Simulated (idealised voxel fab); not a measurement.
process module | voxel spacer lines
We display cut, a cross-section 185 nm in width whose square cells are each 5 nm.
Notation: cross-section as square-cell grid; stated in bands, top first, going down; one or more cell rows per band.
For a band, the entry starts with two heights in nm, that of the top and then that of the bottom, and carries on with the band's materials in order from left to right, each alongside its width in nm; the word "edge to edge" beside a single material means it fills the band edge to edge, and "empty" means empty space.
Height is counted from the level 0, under which the received wafer is composed throughout of one material. The lowest of the bands is not closed at the bottom but continues downward, in the notation "0 down".
Think of "30->40" as a width that walks from the first number to the second as you go down the band, top row to bottom row, taking equal-sized steps from row to row.
The cross-section has no changed cell in any step marked "nothing altered".
Any empty space of 8 cells or more lacking an open way to the top shows up in "Catalogued sealed voids" as width x height at distance, distance from the left edge, in nm.
That trailing text on a step's line, after the settings, is the simulator's own remark on the step.
When a step includes a mask, the "overlay nm" setting on its line states how far to the right of its planned place that mask lay, and negative values state how far to the left.

The planned process steps are enumerated hereunder:
1,RECEIVE (material Si)
2,CONFORMAL_DEP (material Al2O3; thk nm 5)
3,DIRECTIONAL_DEP (material SiN; thk nm 10)
4,DIRECTIONAL_DEP (material polySi; thk nm 30)
5,PATTERN (tone cover; mask id MANDREL; material resist; width nm 15; pitch nm 50; thk nm 40; overlay nm 0)
6,DIRECTIONAL_ETCH (etch materials polySi; depth nm 30)
7,STRIP (etch materials resist)
8,CONFORMAL_DEP (material SiO2; thk nm 10)
9,DIRECTIONAL_ETCH (etch materials SiO2; depth nm 10)
10,STRIP (etch materials polySi)
11,DIRECTIONAL_ETCH (etch materials SiN; depth nm 10)
12,STRIP (etch materials SiO2)

As-received state of the wafer in cross-section, equivalent to post-step 1:
0 down = Si edge to edge
Catalogued sealed voids: none

First wafer of two, sectioned at end of module; run went per plan:
15 to 5 = empty (50) / SiN (10) / empty (15) / SiN (10) / empty (15) / SiN (10) / empty (15) / SiN (10) / empty (50)
5 to 0 = Al2O3 edge to edge
0 down = Si edge to edge
Catalogued sealed voids: none

Cross-sectional image of the second wafer of the two following completion of the module. Starting state and process plan were the same as for the first wafer; one execution error occurred:
35 to 5 = SiN edge to edge
5 to 0 = Al2O3 edge to edge
0 down = Si edge to edge
Catalogued sealed voids: none
The mistake made against the process plan was this: step 4 did not use the planned setting and instead ran as DIRECTIONAL_DEP (material SiN; thk nm 30)
It is noted that, at the conclusion of processing, the second wafer exhibits a higher or lower cell count for certain materials relative to the first: 206 more of SiN
